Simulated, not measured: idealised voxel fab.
You're looking at the process module voxel released beams.
It is cross-section cut that appears here, measuring 280 nm in width, its square cells being 5 nm in size.
Square cells in a grid make up a cross-section in this document, and the grid is given as bands, listed from the top down, each one or more rows of cells. In this notation a band is specified by the heights of its top and bottom, in that order and in nm, after which its materials appear from left to right, each paired with its width in nm. The word "everywhere" attached to a single material means that material fills the band from edge to edge; the word "empty" stands for empty space. Ref level 0: as-received wafer is one material below here. Bottom band extends down with no lower bound ("top 0, no bottom"). Quick explanation for "30->40": the width changes in equal steps down the rows of cells, from the first number in the band's top row to the second number in its bottom row. "everything unchanged" -> step changed no cross-section cell. If an empty space has no open way to the top and is at least 8 cells in size, "Fully enclosed voids" lists it, written width x height at distance, where distance is measured from the left edge and every value is in nm. Whatever follows a step's settings on its line is a remark the simulator itself makes about that step. When a step includes a mask, the "overlay nm" setting on its line states how far to the right of its planned place that mask lay, and negative values state how far to the left.

Planned step list for the process
1) RECEIVE [material Si]
2) CONFORMAL_DEP [material Al2O3] [thk nm 5]
3) DIRECTIONAL_DEP [material SiO2] [thk nm 10]
4) DIRECTIONAL_DEP [material aC] [thk nm 10]
5) PATTERN [tone open] [mask id ANCHOR] [material resist] [width nm 40] [thk nm 25] [overlay nm 0]
6) DIRECTIONAL_ETCH [etch materials aC] [depth nm 10]
7) STRIP [etch materials resist]
8) DIRECTIONAL_ETCH [etch materials SiO2] [depth nm 10]
9) STRIP [etch materials aC]
10) CONFORMAL_DEP [material SiN] [thk nm 15]
11) MASKED_ETCH [tone cover] [mask id BEAM] [width nm 85] [etch materials SiN] [depth nm 15] [overlay nm 0]
12) STRIP [etch materials SiO2]

This is the cross-section of the wafer as we received it, i.e. after step 1
* top 0, no bottom  Si everywhere
* Fully enclosed voids: none

Post-module cross-section of the first of two wafers (run per plan)
* top 30, bottom 20  empty=95; SiN=20; empty=10; SiN=55; empty=100
* top 20, bottom 15  empty=95; SiN=85; empty=100
* top 15, bottom 5  empty=100; SiN=40; empty=140
* top 5, bottom 0  Al2O3 everywhere
* top 0, no bottom  Si everywhere
* Fully enclosed voids: none

Cross-sectional view of the second of two wafers upon completion of the module. This wafer shared its starting condition and process plan with the first; one error was made during its execution
* top 25, bottom 15  empty=95; SiN=20; empty=10; SiN=55; empty=100
* top 15, bottom 10  empty=95; SiN=85; empty=100
* top 10, bottom 0  empty=100; SiN=40; empty=140
* top 0, no bottom  Si everywhere
* Fully enclosed voids: none
Deviation noted in wafer processing: step 2 of the plan did not run at all; it was left out
The closing comparison, in cells, has the second wafer with more or fewer of some materials than the first: Al2O3 -56
